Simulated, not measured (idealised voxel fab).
process module | voxel self aligned vias
cross-section cut | 210 nm wide | cells 5 nm
A cross-section is a grid of square cells, given in bands from the top down. A band is one or more rows of cells.
Each band's line starts with the height of the band's top and of its bottom, in nm. Then come its materials from left to right, each with its width in nm. One material with "throughout" fills the band from edge to edge. "air" is empty space.
Height 0 is the level under which the wafer as received is all one material. The lowest band goes on downwards, as in "0 down".
A width such as "30 to 40" changes by the same amount from each row of cells to the next, from the band's top row to its bottom row.
"no change" after a step means that no cell of the cross-section changed.
closed voids: empty space of 8 cells or more with no open way to the top, each as width x height at its distance from the left edge, in nm
after a step's settings: what the simulator itself notes on the step
overlay nm, on a step with a mask: how far to the right of its planned place the mask lay; to the left if negative
plan
1 op RECEIVE | material Si
2 op CONFORMAL_DEP | material SiO2 | thk nm 15
3 op CONFORMAL_DEP | material SiCN | thk nm 5
4 op DIRECTIONAL_DEP | material lowk | thk nm 20
5 op DIRECTIONAL_DEP | material aC | thk nm 10
6 op PATTERN | tone open | mask id LINES | material resist | width nm 25 | pitch nm 65 | thk nm 25 | overlay nm 0
7 op DIRECTIONAL_ETCH | etch materials aC | depth nm 10
8 op STRIP | etch materials resist
9 op DIRECTIONAL_ETCH | etch materials lowk | depth nm 20
10 op STRIP | etch materials aC
11 op CONFORMAL_DEP | material TiN | thk nm 5
12 op FILL_DEP | material Ru | thk nm 10
13 op CMP | height nm 40
14 op SELECTIVE_ETCH | etch materials W Ru TiN | depth nm 10
15 op FILL_DEP | material SiN | thk nm 10
16 op CMP | height nm 40
17 op DIRECTIONAL_DEP | material lowk | thk nm 15
18 op PATTERN | tone open | mask id VIAS | material resist | width nm 45 | pitch nm 65 | thk nm 15 | overlay nm 0
19 op DIRECTIONAL_ETCH | etch materials lowk | depth nm 15
20 op DIRECTIONAL_ETCH | etch materials SiN | depth nm 10
21 op STRIP | etch materials resist
22 op CONFORMAL_DEP | material TiN | thk nm 5
23 op FILL_DEP | material W | thk nm 5
24 op CMP | height nm 55
25 op CONFORMAL_DEP | material SiN | thk nm 5
as received, after step 1
  0 down: Si throughout
  closed voids: none
first wafer at the end, as planned
  60 to 55: SiN throughout
  55 to 45: lowk 15 | TiN 5 | W 35 | TiN 5 | lowk 20 | TiN 5 | W 35 | TiN 5 | lowk 20 | TiN 5 | W 35 | TiN 5 | lowk 20
  45 to 35: lowk 15 to 25 | TiN 15 to 5 | W 15 | TiN 15 to 5 | lowk 20 to 40 | TiN 15 to 5 | W 15 | TiN 15 to 5 | lowk 20 to 40 | TiN 15 to 5 | W 15 | TiN 15 to 5 | lowk 20 to 30
  35 to 30: lowk 25 | TiN 25 | lowk 40 | TiN 25 | lowk 40 | TiN 25 | lowk 30
  30 to 25: lowk 25 | TiN 5 | Ru 15 | TiN 5 | lowk 40 | TiN 5 | Ru 15 | TiN 5 | lowk 40 | TiN 5 | Ru 15 | TiN 5 | lowk 30
  25 to 20: lowk 25 | TiN 25 | lowk 40 | TiN 25 | lowk 40 | TiN 25 | lowk 30
  20 to 15: SiCN throughout
  15 to 0: SiO2 throughout
  0 down: Si throughout
  closed voids: none
second wafer at the end: like start, like plan, one mistake
  60 to 55: SiN throughout
  55 to 40: lowk 15 | TiN 5 | W 35 | TiN 5 | lowk 20 | TiN 5 | W 35 | TiN 5 | lowk 20 | TiN 5 | W 35 | TiN 5 | lowk 20
  40 to 35: SiN 15 | TiN 15 | W 15 | TiN 15 | SiN 20 | TiN 15 | W 15 | TiN 15 | SiN 20 | TiN 15 | W 15 | TiN 15 | SiN 20
  35 to 30: lowk 25 | TiN 25 | lowk 40 | TiN 25 | lowk 40 | TiN 25 | lowk 30
  30 to 20: lowk 25 | TiN 5 | Ru 15 | TiN 5 | lowk 40 | TiN 5 | Ru 15 | TiN 5 | lowk 40 | TiN 5 | Ru 15 | TiN 5 | lowk 30
  20 to 15: lowk 25 | TiN 25 | lowk 40 | TiN 25 | lowk 40 | TiN 25 | lowk 30
  15 to 0: SiO2 throughout
  0 down: Si throughout
  closed voids: none
what went wrong: step 3 was left out
at the end the second wafer has, in cells: 9 more of Ru | 42 fewer of SiCN | 15 more of SiN | 6 more of TiN | 12 more of W
